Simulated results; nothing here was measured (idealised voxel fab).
Name of the process module below: voxel capacitor over wiring
The figure presents cross-section cut, which has a width of 300 nm and is divided into square cells with an edge length of 5 nm.
If you're reading a cross-section in this doc, picture square cells in a grid; it comes to you as bands, top ones listed first down to the bottom, and a band can be one or more rows of cells.
Band entry format. Leading values: height of top, height of bottom, nm. Remainder: materials in left-to-right order, each with its width in nm. Special words: "edge to edge" on a single material, which then fills the band edge to edge; "air", empty space.
Height reference: 0 = level under which incoming wafer is all one material. Lowest band: no bottom, runs on downward, e.g. "0..down".
A width such as "30 to 40" changes by the same amount from each row of cells to the next, from the band's top row to its bottom row.
The designation "left unchanged", where it is given for a processing step, indicates that no cell of the cross-section was altered in the course of that step.
"Sealed cavities" - sealed voids, min. 8 cells, no opening to top; format: width x height at distance (distance from left edge; nm throughout).
after a step's settings: what the simulator itself notes on the step
On any step carrying a mask, the "overlay nm" setting, if present on the step's line, tells how far right of its planned place the mask lay; negative values point to the left.

## The steps planned for the process are as follows
1,RECEIVE with material Si
2,CONFORMAL_DEP with material SiO2, thk nm 10
3,DIRECTIONAL_DEP with material TiN, thk nm 5
4,DIRECTIONAL_DEP with material W, thk nm 20
5,DIRECTIONAL_DEP with material aC, thk nm 10
6,PATTERN with tone cover, mask id METAL_1, material resist, width nm 20, pitch nm 85, thk nm 30, overlay nm 0
7,DIRECTIONAL_ETCH with etch materials aC, depth nm 10
8,STRIP with etch materials resist
9,DIRECTIONAL_ETCH with etch materials W, depth nm 20
10,DIRECTIONAL_ETCH with etch materials TiN, depth nm 5
11,STRIP with etch materials aC
12,CONFORMAL_DEP with material SiN, thk nm 5
13,FILL_DEP with material lowk, thk nm 10
14,CMP with height nm 35
15,CONFORMAL_DEP with material SiCN, thk nm 5
16,DIRECTIONAL_DEP with material SiO2, thk nm 20
17,MASKED_ETCH with tone open, mask id PLUG_1, width nm 15, etch materials SiO2, depth nm 20, overlay nm 0
18,MASKED_ETCH with tone open, mask id PLUG_1, width nm 15, etch materials SiCN, depth nm 5, overlay nm 0
19,CONFORMAL_DEP with material TiN, thk nm 5
20,FILL_DEP with material Cu, thk nm 5
21,CMP with height nm 60
22,DIRECTIONAL_DEP with material TiN, thk nm 5
23,DIRECTIONAL_DEP with material Al2O3, thk nm 5
24,DIRECTIONAL_DEP with material TiN, thk nm 10
25,DIRECTIONAL_DEP with material aC, thk nm 15
26,PATTERN with tone cover, mask id UPPER_PLATE, material resist, width nm 70, thk nm 35, overlay nm 0
27,DIRECTIONAL_ETCH with etch materials aC, depth nm 15
28,STRIP with etch materials resist
29,DIRECTIONAL_ETCH with etch materials TiN, depth nm 10
30,DIRECTIONAL_ETCH with etch materials Al2O3, depth nm 5
31,STRIP with etch materials aC
32,DIRECTIONAL_DEP with material aC, thk nm 10
33,PATTERN with tone cover, mask id LOWER_PLATE, material resist, width nm 80, thk nm 30, overlay nm 0
34,DIRECTIONAL_ETCH with etch materials aC, depth nm 10
35,STRIP with etch materials resist
36,DIRECTIONAL_ETCH with etch materials TiN, depth nm 5
37,STRIP with etch materials aC
38,FILL_DEP with material SiO2, thk nm 15
39,CMP with height nm 90
40,PATTERN with tone open, mask id PLUG_2, material resist, width nm 15, thk nm 20, overlay nm 0
41,DIRECTIONAL_ETCH with etch materials SiO2, depth nm 10
42,STRIP with etch materials resist
43,CONFORMAL_DEP with material TiN, thk nm 5
44,FILL_DEP with material Ru, thk nm 5
45,CMP with height nm 90
46,CONFORMAL_DEP with material SiN, thk nm 5

## As-received state of the wafer in cross-section, equivalent to post-step 1
> 0..down  Si edge to edge
> Sealed cavities: none

## Cross-section at module end, one run error; start and plan unchanged from above
> 95..90  SiN edge to edge
> 90..85  SiO2=110 | TiN=5 | Ru=5 | TiN=5 | SiO2=175
> 85..80  SiO2=110 | TiN=15 | SiO2=175
> 80..70  SiO2=100 | TiN=70 | SiO2=130
> 70..65  SiO2=100 | Al2O3=70 | SiO2=130
> 65..60  SiO2=95 | TiN=80 | SiO2=125
> 60..45  SiO2=100 | TiN=5 | Cu=5 | TiN=5 | SiO2=185
> 45..40  SiO2=100 | TiN=15 | SiO2=185
> 40..35  aC edge to edge
> 35..15  lowk=90 | SiN=5 | W=20 | SiN=5 | lowk=55 | SiN=5 | W=20 | SiN=5 | lowk=95
> 15..10  SiN=95 | TiN=20 | SiN=65 | TiN=20 | SiN=100
> 10..0  SiO2 edge to edge
> 0..down  Si edge to edge
> Sealed cavities: none
The mistake made against the process plan was this: step 15 deviated from plan and actually ran as CONFORMAL_DEP with material aC, thk nm 5
